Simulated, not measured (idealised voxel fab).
This section sets out a process module, namely voxel capacitor over wiring.
The width of the displayed cross-section, cut, is 270 nm; its cells are square, with a size of 5 nm.
Cross-section spec: square-cell grid; bands listed top down; each band is one or more rows.
This entry defines a band. It first specifies the height of the band's top and the height of its bottom in nm, and then specifies the band's materials from left to right, stating each material with its width in nm. The word "full width" identifies a single material that fills the band from edge to edge, while the word "air" identifies empty space.
Ref level 0: as-received wafer is one material below here. Bottom band extends down with no lower bound ("from 0 down").
Width "30 to 40": first value at the band's top row of cells, second value at its bottom row, equal change from row to row.
Key: "remained the same" - step with no changed cell in the cross-section.
Enclosed voids (no open way to top), threshold 8 cells or more, entry "Closed void inventory", notation width x height at distance, distance from left edge, nm.
Whatever follows a step's settings on its line is a remark the simulator itself makes about that step.
Regarding "overlay nm": on a step with a mask, it is the distance the mask lay to the right of its planned place; a negative value places it to the left.
# The steps planned for the process are as follows
step 1: RECEIVE, material Si
step 2: CONFORMAL_DEP, material SiO2, thk nm 15
step 3: DIRECTIONAL_DEP, material TiN, thk nm 5
step 4: DIRECTIONAL_DEP, material Ru, thk nm 25
step 5: DIRECTIONAL_DEP, material aC, thk nm 15
step 6: PATTERN, tone cover, mask id METAL_1, material resist, width nm 20, pitch nm 85, thk nm 35, overlay nm 0
step 7: DIRECTIONAL_ETCH, etch materials aC, depth nm 15
step 8: STRIP, etch materials resist
step 9: DIRECTIONAL_ETCH, etch materials Ru, depth nm 25
step 10: DIRECTIONAL_ETCH, etch materials TiN, depth nm 5
step 11: STRIP, etch materials aC
step 12: CONFORMAL_DEP, material SiCN, thk nm 5
step 13: FILL_DEP, material lowk, thk nm 5
step 14: CMP, height nm 45
step 15: CONFORMAL_DEP, material SiCN, thk nm 5
step 16: DIRECTIONAL_DEP, material SiO2, thk nm 15
step 17: DIRECTIONAL_DEP, material aC, thk nm 10
step 18: PATTERN, tone open, mask id PLUG_1, material resist, width nm 15, thk nm 25, overlay nm 0
step 19: DIRECTIONAL_ETCH, etch materials aC, depth nm 10
step 20: STRIP, etch materials resist
step 21: DIRECTIONAL_ETCH, etch materials SiO2, depth nm 15
step 22: DIRECTIONAL_ETCH, etch materials SiCN, depth nm 5
step 23: STRIP, etch materials aC
step 24: CONFORMAL_DEP, material TiN, thk nm 5
step 25: FILL_DEP, material Ru, thk nm 10
step 26: CMP, height nm 65
step 27: DIRECTIONAL_DEP, material TiN, thk nm 5
step 28: DIRECTIONAL_DEP, material SiN, thk nm 5
step 29: DIRECTIONAL_DEP, material TiN, thk nm 5
step 30: MASKED_ETCH, tone cover, mask id UPPER_PLATE, width nm 70, etch materials TiN, depth nm 5, overlay nm 0
step 31: MASKED_ETCH, tone cover, mask id UPPER_PLATE, width nm 70, etch materials SiN, depth nm 5, overlay nm 0
step 32: PATTERN, tone cover, mask id LOWER_PLATE, material resist, width nm 80, thk nm 15, overlay nm 0
step 33: DIRECTIONAL_ETCH, etch materials TiN, depth nm 5
step 34: STRIP, etch materials resist
step 35: FILL_DEP, material SiO2, thk nm 20
step 36: CMP, height nm 95
step 37: MASKED_ETCH, tone open, mask id PLUG_2, width nm 15, etch materials SiO2, depth nm 15, overlay nm 0
step 38: CONFORMAL_DEP, material TiN, thk nm 5
step 39: FILL_DEP, material Ru, thk nm 5
step 40: CMP, height nm 95
step 41: CONFORMAL_DEP, material SiN, thk nm 5
# Here's what the wafer looked like in cross-section when it arrived - that's after step 1
- from 0 down  Si full width
- Closed void inventory: none
# The first of the two wafers as seen in cross-section once the module was finished; processing followed the plan
- from 100 to 95  SiN full width
- from 95 to 85  SiO2 (95), then TiN (5), then Ru (5), then TiN (5), then SiO2 (160)
- from 85 to 75  SiO2 (95 to 85), then TiN (15 to 70), then SiO2 (160 to 115)
- from 75 to 70  SiO2 (85), then SiN (70), then SiO2 (115)
- from 70 to 65  SiO2 (80), then TiN (80), then SiO2 (110)
- from 65 to 50  SiO2 (85), then TiN (5), then Ru (5), then TiN (5), then SiO2 (170)
- from 50 to 45  SiCN (85), then TiN (15), then SiCN (170)
- from 45 to 20  lowk (75), then SiCN (5), then Ru (20), then SiCN (5), then lowk (55), then SiCN (5), then Ru (20), then SiCN (5), then lowk (80)
- from 20 to 15  SiCN (80), then TiN (20), then SiCN (65), then TiN (20), then SiCN (85)
- from 15 to 0  SiO2 full width
- from 0 down  Si full width
- Closed void inventory: none
# Cross-sectional view of the second of two wafers upon completion of the module. This wafer shared its starting condition and process plan with the first; one error was made during its execution
- from 100 to 95  SiN full width
- from 95 to 85  SiO2 (95), then TiN (5), then Ru (5), then TiN (5), then SiO2 (160)
- from 85 to 75  SiO2 (95 to 85), then TiN (15 to 70), then SiO2 (160 to 115)
- from 75 to 70  SiO2 (85), then SiN (70), then SiO2 (115)
- from 70 to 65  SiO2 (80), then TiN (80), then SiO2 (110)
- from 65 to 50  SiO2 (85), then TiN (5), then Ru (5), then TiN (5), then SiO2 (170)
- from 50 to 45  SiCN (85), then TiN (15), then SiCN (170)
- from 45 to 20  lowk (85), then SiCN (5), then Ru (20), then SiCN (5), then lowk (55), then SiCN (5), then Ru (20), then SiCN (5), then lowk (70)
- from 20 to 15  SiCN (90), then TiN (20), then SiCN (65), then TiN (20), then SiCN (75)
- from 15 to 0  SiO2 full width
- from 0 down  Si full width
- Closed void inventory: none
Diagnosis: it should be noted that step 6 was executed with settings other than those planned, the operation and settings actually applied being PATTERN, tone cover, mask id METAL_1, material resist, width nm 20, pitch nm 85, thk nm 35, overlay nm 10
Heads up: at the end the two wafers have identical cell counts per material, they're just laid out differently.
